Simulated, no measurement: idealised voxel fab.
Proc. module: voxel released beams
The cross-section on display is named cut; it measures 255 nm wide, and its cells are 5 nm squares.
Cross-section layout: square cells on a grid; listed as bands, top to bottom; a band spans one or more cell rows. Band: top height; bottom height; in nm. Then, left to right: material with width in nm, for each material. "all across": a single material spanning edge to edge. "air": empty space. Ref level 0: as-received wafer is one material below here. Bottom band extends down with no lower bound ("z 0 and below"). Width "30 to 40": first value at the band's top row of cells, second value at its bottom row, equal change from row to row. "identical to before" for a step: no cell of the cross-section changed in that step. Empty spaces without an open route to the top, at least 8 cells in extent, make up the entry "Fully sealed voids"; each is given as width x height at distance, where the distance is measured from the left edge, and all are in nm. It should be noted that, on the line of a given step, the content following the step's settings is a remark produced by the simulator itself with respect to that step. overlay nm: for a step with a mask, the amount by which the mask lay right of where it was planned; a negative amount means left of it.

## Process steps (planned)
1: op RECEIVE | material Si
2: op CONFORMAL_DEP | material SiN | thk nm 5
3: op DIRECTIONAL_DEP | material SiO2 | thk nm 15
4: op DIRECTIONAL_DEP | material aC | thk nm 10
5: op PATTERN | tone open | mask id ANCHOR | material resist | width nm 35 | thk nm 30 | overlay nm 0
6: op DIRECTIONAL_ETCH | etch materials aC | depth nm 10
7: op STRIP | etch materials resist
8: op DIRECTIONAL_ETCH | etch materials SiO2 | depth nm 15
9: op STRIP | etch materials aC
10: op CONFORMAL_DEP | material TiN | thk nm 15
11: op DIRECTIONAL_DEP | material aC | thk nm 10
12: op PATTERN | tone cover | mask id BEAM | material resist | width nm 80 | thk nm 25 | overlay nm 0
13: op DIRECTIONAL_ETCH | etch materials aC | depth nm 10
14: op STRIP | etch materials resist
15: op DIRECTIONAL_ETCH | etch materials TiN | depth nm 15
16: op STRIP | etch materials aC
17: op STRIP | etch materials SiO2

## This is the cross-section of the wafer as we received it, i.e. after step 1
- z 0 and below | Si all across
- Fully sealed voids: none

## Starting wafer: above. Plan: above. Run: one mistake. Cross-section after the module: below
- z 35 to 20 | air (85); TiN (25); air (5); TiN (50); air (90)
- z 20 to 5 | air (95); TiN (35); air (125)
- z 5 to 0 | SiN all across
- z 0 and below | Si all across
- Fully sealed voids: none
Processing error: step 5 did not use the planned setting and instead ran as op PATTERN | tone open | mask id ANCHOR | material resist | width nm 35 | thk nm 30 | overlay nm 5
